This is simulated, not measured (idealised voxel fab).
A process module follows: voxel self aligned contacts.
Each square cell in cross-section cut measures 5 nm, and the section as a whole is 200 nm wide.
Notation: cross-section as square-cell grid; stated in bands, top first, going down; one or more cell rows per band.
Band: top and bottom heights (nm) first, top before bottom; then materials from left to right, widths in nm. "edge to edge" marks a sole material filling the band edge to edge. "air" denotes empty space.
Heights are reckoned from 0. Under this level, the received wafer is all of one material. The bottommost band is open-ended downward, for example "z 0 and below".
Top row gets the first number, bottom row gets the second, and each row in between changes by the same step: that is how a band width like "30..40" works.
When a step is marked "remains unaltered", none of the cells in the cross-section changed during that step.
"Sealed void list" enumerates empty spaces isolated from the top, with no open way to it, that contain at least 8 cells, giving each as width x height at distance from the left edge, all three in nm.
Whatever follows a step's settings on its line is a remark the simulator itself makes about that step.
A step's line can hold "overlay nm"; with a mask on that step, the setting says how far right of the planned place the mask lay, while a negative setting says it lay to the left.

The planned process steps are enumerated hereunder
1: op RECEIVE | material Si
2: op CONFORMAL_DEP | material SiO2 | thk nm 5
3: op DIRECTIONAL_DEP | material polySi | thk nm 25
4: op DIRECTIONAL_DEP | material SiN | thk nm 20
5: op DIRECTIONAL_DEP | material aC | thk nm 15
6: op PATTERN | tone cover | mask id GATE | material resist | width nm 35 | pitch nm 70 | thk nm 35 | overlay nm 0
7: op DIRECTIONAL_ETCH | etch materials aC | depth nm 15
8: op STRIP | etch materials resist
9: op DIRECTIONAL_ETCH | etch materials SiN | depth nm 20
10: op DIRECTIONAL_ETCH | etch materials polySi | depth nm 25
11: op STRIP | etch materials aC
12: op CONFORMAL_DEP | material SiN | thk nm 5
13: op DIRECTIONAL_ETCH | etch materials SiN | depth nm 10
14: op FILL_DEP | material SiO2 | thk nm 10
15: op CMP | height nm 55
16: op PATTERN | tone open | mask id CONTACT | material resist | width nm 55 | thk nm 15 | overlay nm 0
17: op DIRECTIONAL_ETCH | etch materials SiO2 | depth nm 55
18: op STRIP | etch materials resist
19: op CONFORMAL_DEP | material TiN | thk nm 5
20: op FILL_DEP | material W | thk nm 5
21: op CMP | height nm 55
22: op CONFORMAL_DEP | material SiN | thk nm 5
Quick note for whoever runs this: the wafers start identical, but the thk nm at step 12 isn't the same across them. The plan just shows what the first wafer had.

Step 1 complete: as-received cross-section of the first of several wafers
* z 0 and below: Si edge to edge
* Sealed void list: none

For your reference, the table is organized with a row per wafer; each row reflects the wafer at the end of the module, indicating for each material the cells gained (+) or lost (-) since receipt, and thereafter its closed voids
thk nm 5; +114 SiN; +229 SiO2; +31 TiN; +36 W; +70 polySi; Sealed void list: none
thk nm 10; +168 SiN; +201 SiO2; +31 TiN; +10 W; +70 polySi; Sealed void list: none
thk nm 15; +244 SiN; +157 SiO2; +9 TiN; +70 polySi; Sealed void list: none
thk nm 20; +282 SiN; +128 SiO2; +70 polySi; Sealed void list: none
thk nm 25; +307 SiN; +103 SiO2; +70 polySi; Sealed void list: none
